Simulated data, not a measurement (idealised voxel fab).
You're looking at the process module voxel double patterning.
This is section cut - it's 240 nm across, gridded in 5 nm square cells.
Reading order for cross-sections: top band down to bottom band. Underlying form: a grid of square cells. Band size: one or more rows of cells.
What a band's entry tells you: where the top is and where the bottom is, as heights in nm, and after that what lies inside, material by material from left to right, each with its width in nm. Empty space is written as the word "empty", and a single material marked with the word "throughout" occupies the band from edge to edge.
The reference from which all heights are counted is 0, the level beneath which the as-received wafer is entirely one material; the lowest band, having no lower bound, proceeds downward and is written after the example "0 nm and below".
The two numbers in a width such as "30..40" mark its ends across the band: the first belongs to the top row of cells, the second to the bottom row, and from each row to the next the width moves by the same amount.
The designation "no change", where it is given for a processing step, indicates that no cell of the cross-section was altered in the course of that step.
"Closed cavity list": sealed empty spaces, 8 cells or more, no open way to top, listed width x height at distance, with distance from the left edge and width, height and distance in nm.
Formally, on a step line, whatever follows the settings is a remark that the simulator itself makes on the step.
Steps that use a mask can have "overlay nm" on their line. It says how far the mask sat to the right of where it was meant to be. Negative means to the left.

## The planned process steps are enumerated hereunder
1. op RECEIVE | material Si
2. op CONFORMAL_DEP | material SiO2 | thk nm 5
3. op DIRECTIONAL_DEP | material polySi | thk nm 15
4. op DIRECTIONAL_DEP | material SiCN | thk nm 5
5. op MASKED_ETCH | tone open | mask id FIRST | width nm 15 | pitch nm 50 | etch materials SiCN | depth nm 5 | overlay nm 0
6. op DIRECTIONAL_DEP | material aC | thk nm 10
7. op PATTERN | tone open | mask id SECOND | material resist | width nm 15 | pitch nm 50 | thk nm 25 | overlay nm 0
8. op DIRECTIONAL_ETCH | etch materials aC | depth nm 10
9. op STRIP | etch materials resist
10. op DIRECTIONAL_ETCH | etch materials SiCN | depth nm 5
11. op STRIP | etch materials aC
12. op DIRECTIONAL_ETCH | etch materials polySi | depth nm 15
13. op STRIP | etch materials SiCN

## Cross-section of the wafer at receipt, which is the condition after step 1
0 nm and below = Si throughout
Closed cavity list: none

## The following cross-section depicts the wafer upon conclusion of the module. Processing commenced from the starting condition illustrated above and adhered to the plan illustrated above, save for one mistake in execution
20 nm to 5 nm = polySi 55 nm | empty 15 nm | polySi 15 nm | empty 15 nm | polySi 5 nm | empty 15 nm | polySi 15 nm | empty 15 nm | polySi 5 nm | empty 15 nm | polySi 70 nm
5 nm to 0 nm = SiO2 throughout
0 nm and below = Si throughout
Closed cavity list: none
What went wrong in running the wafer? step 5, actual vs plan mismatch, actual run op MASKED_ETCH | tone open | mask id FIRST | width nm 15 | pitch nm 50 | etch materials SiCN | depth nm 5 | overlay nm -5
